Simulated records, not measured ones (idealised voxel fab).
process module | voxel self aligned contacts
cross-section cut | 215 nm wide | cells 5 nm
A cross-section is a grid of square cells, given in bands from the top down. A band is one or more rows of cells.
Each band's line starts with the height of the band's top and of its bottom, in nm. Then come its materials from left to right, each with its width in nm. One material with "throughout" fills the band from edge to edge. "air" is empty space.
Height 0 is the level under which the wafer as received is all one material. The lowest band goes on downwards, as in "0 down".
A width such as "30 to 40" changes by the same amount from each row of cells to the next, from the band's top row to its bottom row.
"no change" after a step means that no cell of the cross-section changed.
closed voids: empty space of 8 cells or more with no open way to the top, each as width x height at its distance from the left edge, in nm
after a step's settings: what the simulator itself notes on the step
overlay nm, on a step with a mask: how far to the right of its planned place the mask lay; to the left if negative
plan
1 op RECEIVE | material Si
2 op OXIDIZE | depth nm 5
3 op DIRECTIONAL_DEP | material polySi | thk nm 20
4 op DIRECTIONAL_DEP | material SiN | thk nm 20
5 op MASKED_ETCH | tone cover | mask id GATE | width nm 30 | pitch nm 55 | etch materials SiN | depth nm 20 | overlay nm 0
6 op MASKED_ETCH | tone cover | mask id GATE | width nm 30 | pitch nm 55 | etch materials polySi | depth nm 20 | overlay nm 0
7 op CONFORMAL_DEP | material SiN | thk nm 5
8 op DIRECTIONAL_ETCH | etch materials SiN | depth nm 5
9 op FILL_DEP | material SiO2 | thk nm 15
10 op CMP | height nm 50
11 op MASKED_ETCH | tone open | mask id CONTACT | width nm 35 | etch materials SiO2 | depth nm 55 | overlay nm 0
12 op CONFORMAL_DEP | material TiN | thk nm 5
13 op FILL_DEP | material Ru | thk nm 10
14 op CMP | height nm 50
15 op CONFORMAL_DEP | material SiCN | thk nm 5
as received, after step 1
  0 down: Si throughout
  closed voids: none
a wafer at the end: this start, this plan, one mistake
  55 to 50: SiCN throughout
  50 to 40: SiO2 60 | SiN 40 | TiN 5 | Ru 5 | TiN 5 | SiN 40 | SiO2 60
  40 to 25: SiO2 60 | SiN 5 | polySi 30 | SiN 5 | TiN 5 | Ru 5 | TiN 5 | SiN 5 | polySi 30 | SiN 5 | SiO2 60
  25 to 20: SiO2 60 | SiN 5 | polySi 30 | SiN 5 | TiN 15 | SiN 5 | polySi 30 | SiN 5 | SiO2 60
  20 to 0: polySi throughout
  0 to -5: SiO2 throughout
  -5 down: Si throughout
  closed voids: none
what went wrong: step 3 was run twice
